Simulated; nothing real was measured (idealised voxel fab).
Documented hereafter: the process module known as voxel trench capacitor.
Square cells of 5 nm make up the cross-section cut, whose width is 160 nm.
When this document writes out a cross-section, it uses a grid of square cells and lists it as bands, beginning at the top and moving down, with a band standing for one or more rows of cells.
It is stipulated that each band's entry specify, in nanometres, the height of the top of the band and then that of its bottom, followed by the materials of the band in left-to-right sequence, each together with its width in nanometres. A single material marked by the word "edge to edge" is understood to fill the band from edge to edge; the word "air" is understood to denote empty space.
Zero point of the height axis is 0; under it, received wafer = one material. Lowest band: continues down indefinitely, "from 0 down".
Per-row width for "30->40": begins at first number (top row of band), ends at second number (bottom row), increment between rows held constant.
Take "no alterations made" at face value: in the step it is given for, the cross-section changed in none of its cells.
The entry "Fully sealed cavities" lists the empty spaces that cover at least 8 cells and have no open path to the top. Each is written as width x height at distance, where the distance is measured from the left edge and all three values are in nm.
Past the settings on a step's line: simulator remark, on that step.
"overlay nm", when on a step's line for a step with a mask, measures how far to the right of its planned place the mask lay; a negative measure means to the left.
Here's what the planned process steps look like
1. RECEIVE [material Si]
2. CONFORMAL_DEP [material SiN] [thk nm 5]
3. DIRECTIONAL_DEP [material aC] [thk nm 15]
4. PATTERN [tone open] [mask id TRENCH] [material resist] [width nm 15] [pitch nm 35] [thk nm 30] [overlay nm 0]
5. DIRECTIONAL_ETCH [etch materials aC] [depth nm 15]
6. STRIP [etch materials resist]
7. DIRECTIONAL_ETCH [etch materials SiN] [depth nm 5]
8. DIRECTIONAL_ETCH [etch materials Si] [depth nm 25]
9. STRIP [etch materials aC]
10. CONFORMAL_DEP [material Al2O3] [thk nm 5]
11. FILL_DEP [material polySi] [thk nm 5]
12. CMP [height nm 5]
Here's what the wafer looked like in cross-section when it arrived - that's after step 1
    from 0 down: Si edge to edge
    Fully sealed cavities: none
Cross-section, end of module. Start: as above. Plan: as above. Execution: one mistake
    from 5 to 0: SiN=55; Al2O3=5; polySi=5; Al2O3=5; SiN=20; Al2O3=5; polySi=5; Al2O3=5; SiN=55
    from 0 to -45: Si=55; Al2O3=5; polySi=5; Al2O3=5; Si=20; Al2O3=5; polySi=5; Al2O3=5; Si=55
    from -45 to -50: Si=55; Al2O3=15; Si=20; Al2O3=15; Si=55
    from -50 down: Si edge to edge
    Fully sealed cavities: none
What broke from the plan during processing? the plan had its step 8 run twice
